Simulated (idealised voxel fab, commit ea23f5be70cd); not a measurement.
process module | voxel wiring stack
cross-section cut | 295 nm wide | cells 5 nm
A cross-section is a grid of square cells, given in bands from the top down. A band is one or more rows of cells.
Each band's line starts with the height of the band's top and of its bottom, in nm. Then come its materials from left to right, each with its width in nm. One material with "throughout" fills the band from edge to edge. "air" is empty space.
Height 0 is the level under which the wafer as received is all one material. The lowest band goes on downwards, as in "0 down".
A width such as "30 to 40" changes by the same amount from each row of cells to the next, from the band's top row to its bottom row.
"no change" after a step means that no cell of the cross-section changed.
closed voids: empty space of 8 cells or more with no open way to the top, each as width x height at its distance from the left edge, in nm
after a step's settings: what the simulator itself notes on the step
overlay nm, on a step with a mask: how far to the right of its planned place the mask lay; to the left if negative
plan
1 op RECEIVE | material Si
2 op CONFORMAL_DEP | material SiO2 | thk nm 10
3 op DIRECTIONAL_DEP | material TiN | thk nm 5
4 op DIRECTIONAL_DEP | material Ru | thk nm 20
5 op PATTERN | tone cover | mask id METAL_1 | material resist | width nm 30 | pitch nm 50 | thk nm 15 | overlay nm 0
6 op DIRECTIONAL_ETCH | etch materials Ru | depth nm 20
7 op DIRECTIONAL_ETCH | etch materials TiN | depth nm 5
8 op STRIP | etch materials resist
9 op FILL_DEP | material lowk | thk nm 10
10 op CMP | height nm 35
11 op CONFORMAL_DEP | material SiCN | thk nm 5
12 op DIRECTIONAL_DEP | material lowk | thk nm 20
13 op PATTERN | tone open | mask id PLUG_1 | material resist | width nm 15 | pitch nm 50 | thk nm 20 | overlay nm 0
14 op DIRECTIONAL_ETCH | etch materials lowk | depth nm 20
15 op DIRECTIONAL_ETCH | etch materials SiCN | depth nm 5
16 op STRIP | etch materials resist
17 op EPI | material Ru | thk nm 10
18 op EPI | material Ru | thk nm 10
19 op EPI | material Ru | thk nm 5
20 op DIRECTIONAL_DEP | material TiN | thk nm 5
21 op DIRECTIONAL_DEP | material W | thk nm 20
22 op MASKED_ETCH | tone cover | mask id METAL_2 | width nm 30 | pitch nm 50 | etch materials W | depth nm 20 | overlay nm 0
23 op MASKED_ETCH | tone cover | mask id METAL_2 | width nm 30 | pitch nm 50 | etch materials TiN | depth nm 5 | overlay nm 0
24 op CONFORMAL_DEP | material SiN | thk nm 5
25 op FILL_DEP | material SiO2 | thk nm 10
26 op CMP | height nm 85
27 op CONFORMAL_DEP | material SiCN | thk nm 5
first wafer, as planned
as received, after step 1
  0 down: Si throughout
  closed voids: none
after step 2
  10 to 0: SiO2 throughout
  below 0: unchanged
after step 3
  15 to 10: TiN throughout
  below 10: unchanged
after step 4
  35 to 15: Ru throughout
  below 15: unchanged
after step 5
  50 to 35: air 80 | resist 30 | air 20 | resist 30 | air 20 | resist 30 | air 85
  below 35: unchanged
after step 6
  50 to 35: air 80 | resist 30 | air 20 | resist 30 | air 20 | resist 30 | air 85
  35 to 15: air 80 | Ru 30 | air 20 | Ru 30 | air 20 | Ru 30 | air 85
  below 15: unchanged
after step 7
  50 to 35: air 80 | resist 30 | air 20 | resist 30 | air 20 | resist 30 | air 85
  35 to 15: air 80 | Ru 30 | air 20 | Ru 30 | air 20 | Ru 30 | air 85
  15 to 10: air 80 | TiN 30 | air 20 | TiN 30 | air 20 | TiN 30 | air 85
  below 10: unchanged
after step 8
  35 to 15: air 80 | Ru 30 | air 20 | Ru 30 | air 20 | Ru 30 | air 85
  below 15: unchanged
after step 9
  45 to 35: lowk throughout
  35 to 15: lowk 80 | Ru 30 | lowk 20 | Ru 30 | lowk 20 | Ru 30 | lowk 85
  15 to 10: lowk 80 | TiN 30 | lowk 20 | TiN 30 | lowk 20 | TiN 30 | lowk 85
  below 10: unchanged
after step 10
  35 to 15: lowk 80 | Ru 30 | lowk 20 | Ru 30 | lowk 20 | Ru 30 | lowk 85
  below 15: unchanged
after step 11
  40 to 35: SiCN throughout
  below 35: unchanged
after step 12
  60 to 40: lowk throughout
  below 40: unchanged
after step 13
  80 to 60: resist 80 | air 15 | resist 35 | air 15 | resist 35 | air 15 | resist 100
  below 60: unchanged
after step 14
  80 to 60: resist 80 | air 15 | resist 35 | air 15 | resist 35 | air 15 | resist 100
  60 to 40: lowk 80 | air 15 | lowk 35 | air 15 | lowk 35 | air 15 | lowk 100
  below 40: unchanged
after step 15
  80 to 60: resist 80 | air 15 | resist 35 | air 15 | resist 35 | air 15 | resist 100
  60 to 40: lowk 80 | air 15 | lowk 35 | air 15 | lowk 35 | air 15 | lowk 100
  40 to 35: SiCN 80 | air 15 | SiCN 35 | air 15 | SiCN 35 | air 15 | SiCN 100
  below 35: unchanged
after step 16
  60 to 40: lowk 80 | air 15 | lowk 35 | air 15 | lowk 35 | air 15 | lowk 100
  below 40: unchanged
after step 17
  60 to 45: lowk 80 | air 15 | lowk 35 | air 15 | lowk 35 | air 15 | lowk 100
  45 to 40: lowk 80 | Ru 15 | lowk 35 | Ru 15 | lowk 35 | Ru 15 | lowk 100
  40 to 35: SiCN 80 | Ru 15 | SiCN 35 | Ru 15 | SiCN 35 | Ru 15 | SiCN 100
  below 35: unchanged
after step 18
  60 to 55: lowk 80 | air 15 | lowk 35 | air 15 | lowk 35 | air 15 | lowk 100
  55 to 40: lowk 80 | Ru 15 | lowk 35 | Ru 15 | lowk 35 | Ru 15 | lowk 100
  below 40: unchanged
after step 19
  60 to 40: lowk 80 | Ru 15 | lowk 35 | Ru 15 | lowk 35 | Ru 15 | lowk 100
  below 40: unchanged
after step 20
  65 to 60: TiN throughout
  below 60: unchanged
after step 21
  85 to 65: W throughout
  below 65: unchanged
after step 22
  85 to 65: air 80 | W 30 | air 20 | W 30 | air 20 | W 30 | air 85
  below 65: unchanged
after step 23
  85 to 65: air 80 | W 30 | air 20 | W 30 | air 20 | W 30 | air 85
  65 to 60: air 80 | TiN 30 | air 20 | TiN 30 | air 20 | TiN 30 | air 85
  below 60: unchanged
after step 24
  90 to 85: air 75 | SiN 40 | air 10 | SiN 40 | air 10 | SiN 40 | air 80
  85 to 65: air 75 | SiN 5 | W 30 | SiN 5 | air 10 | SiN 5 | W 30 | SiN 5 | air 10 | SiN 5 | W 30 | SiN 5 | air 80
  65 to 60: SiN 80 | TiN 30 | SiN 20 | TiN 30 | SiN 20 | TiN 30 | SiN 85
  below 60: unchanged
after step 25
  100 to 90: SiO2 throughout
  90 to 85: SiO2 75 | SiN 40 | SiO2 10 | SiN 40 | SiO2 10 | SiN 40 | SiO2 80
  85 to 65: SiO2 75 | SiN 5 | W 30 | SiN 5 | SiO2 10 | SiN 5 | W 30 | SiN 5 | SiO2 10 | SiN 5 | W 30 | SiN 5 | SiO2 80
  below 65: unchanged
after step 26
  85 to 65: SiO2 75 | SiN 5 | W 30 | SiN 5 | SiO2 10 | SiN 5 | W 30 | SiN 5 | SiO2 10 | SiN 5 | W 30 | SiN 5 | SiO2 80
  below 65: unchanged
after step 27
  90 to 85: SiCN throughout
  below 85: unchanged
second wafer: like start, like plan, one mistake. Through step 21 it matches the first wafer
when step 22 should have ended
  85 to 65: air 75 | W 30 | air 20 | W 30 | air 20 | W 30 | air 90
  below 65: unchanged
when step 23 should have ended
  85 to 65: air 75 | W 30 | air 20 | W 30 | air 20 | W 30 | air 90
  65 to 60: air 75 | TiN 35 | air 15 | TiN 35 | air 15 | TiN 35 | air 85
  below 60: unchanged
when step 24 should have ended
  90 to 85: air 70 | SiN 40 | air 10 | SiN 40 | air 10 | SiN 40 | air 85
  85 to 70: air 70 | SiN 5 | W 30 | SiN 5 | air 10 | SiN 5 | W 30 | SiN 5 | air 10 | SiN 5 | W 30 | SiN 5 | air 85
  70 to 65: air 70 | SiN 5 | W 30 | SiN 10 | air 5 | SiN 5 | W 30 | SiN 10 | air 5 | SiN 5 | W 30 | SiN 10 | air 80
  65 to 60: SiN 75 | TiN 35 | SiN 15 | TiN 35 | SiN 15 | TiN 35 | SiN 85
  below 60: unchanged
when step 25 should have ended
  100 to 90: SiO2 throughout
  90 to 85: SiO2 70 | SiN 40 | SiO2 10 | SiN 40 | SiO2 10 | SiN 40 | SiO2 85
  85 to 70: SiO2 70 | SiN 5 | W 30 | SiN 5 | SiO2 10 | SiN 5 | W 30 | SiN 5 | SiO2 10 | SiN 5 | W 30 | SiN 5 | SiO2 85
  70 to 65: SiO2 70 | SiN 5 | W 30 | SiN 10 | SiO2 5 | SiN 5 | W 30 | SiN 10 | SiO2 5 | SiN 5 | W 30 | SiN 10 | SiO2 80
  below 65: unchanged
when step 26 should have ended
  85 to 70: SiO2 70 | SiN 5 | W 30 | SiN 5 | SiO2 10 | SiN 5 | W 30 | SiN 5 | SiO2 10 | SiN 5 | W 30 | SiN 5 | SiO2 85
  below 70: unchanged
when step 27 should have ended
  90 to 85: SiCN throughout
  below 85: unchanged
what went wrong: step 22 ran as: op MASKED_ETCH | tone cover | mask id METAL_2 | width nm 30 | pitch nm 50 | etch materials W | depth nm 20 | overlay nm -5
at the end the second wafer has, in cells: 3 fewer of SiO2 | 3 more of TiN
